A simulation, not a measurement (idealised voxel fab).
process module | voxel spacer lines
cross-section cut | 150 nm wide | cells 5 nm
A cross-section is a grid of square cells, given in bands from the top down. A band is one or more rows of cells.
Each band's line starts with the height of the band's top and of its bottom, in nm. Then come its materials from left to right, each with its width in nm. One material with "throughout" fills the band from edge to edge. "air" is empty space.
Height 0 is the level under which the wafer as received is all one material. The lowest band goes on downwards, as in "0 down".
A width such as "30 to 40" changes by the same amount from each row of cells to the next, from the band's top row to its bottom row.
"no change" after a step means that no cell of the cross-section changed.
closed voids: empty space of 8 cells or more with no open way to the top, each as width x height at its distance from the left edge, in nm
after a step's settings: what the simulator itself notes on the step
overlay nm, on a step with a mask: how far to the right of its planned place the mask lay; to the left if negative
plan
1 op RECEIVE | material Si
2 op CONFORMAL_DEP | material Al2O3 | thk nm 10
3 op DIRECTIONAL_DEP | material SiN | thk nm 10
4 op DIRECTIONAL_DEP | material polySi | thk nm 25
5 op PATTERN | tone cover | mask id MANDREL | material resist | width nm 15 | pitch nm 60 | thk nm 30 | overlay nm 0
6 op DIRECTIONAL_ETCH | etch materials polySi | depth nm 25
7 op STRIP | etch materials resist
8 op CONFORMAL_DEP | material SiO2 | thk nm 15
9 op DIRECTIONAL_ETCH | etch materials SiO2 | depth nm 15
10 op STRIP | etch materials polySi
11 op DIRECTIONAL_ETCH | etch materials SiN | depth nm 10
12 op STRIP | etch materials SiO2
13 op FILL_DEP | material SiO2 | thk nm 10
14 op CMP | height nm 20
as received, after step 1
  0 down: Si throughout
  closed voids: none
a wafer at the end: this start, this plan, one mistake
  20 to 10: SiO2 20 | SiN 15 | SiO2 20 | SiN 15 | SiO2 10 | SiN 15 | SiO2 20 | SiN 15 | SiO2 20
  10 to 0: Al2O3 throughout
  0 down: Si throughout
  closed voids: none
what went wrong: step 5 ran as: op PATTERN | tone cover | mask id MANDREL | material resist | width nm 20 | pitch nm 60 | thk nm 30 | overlay nm 0
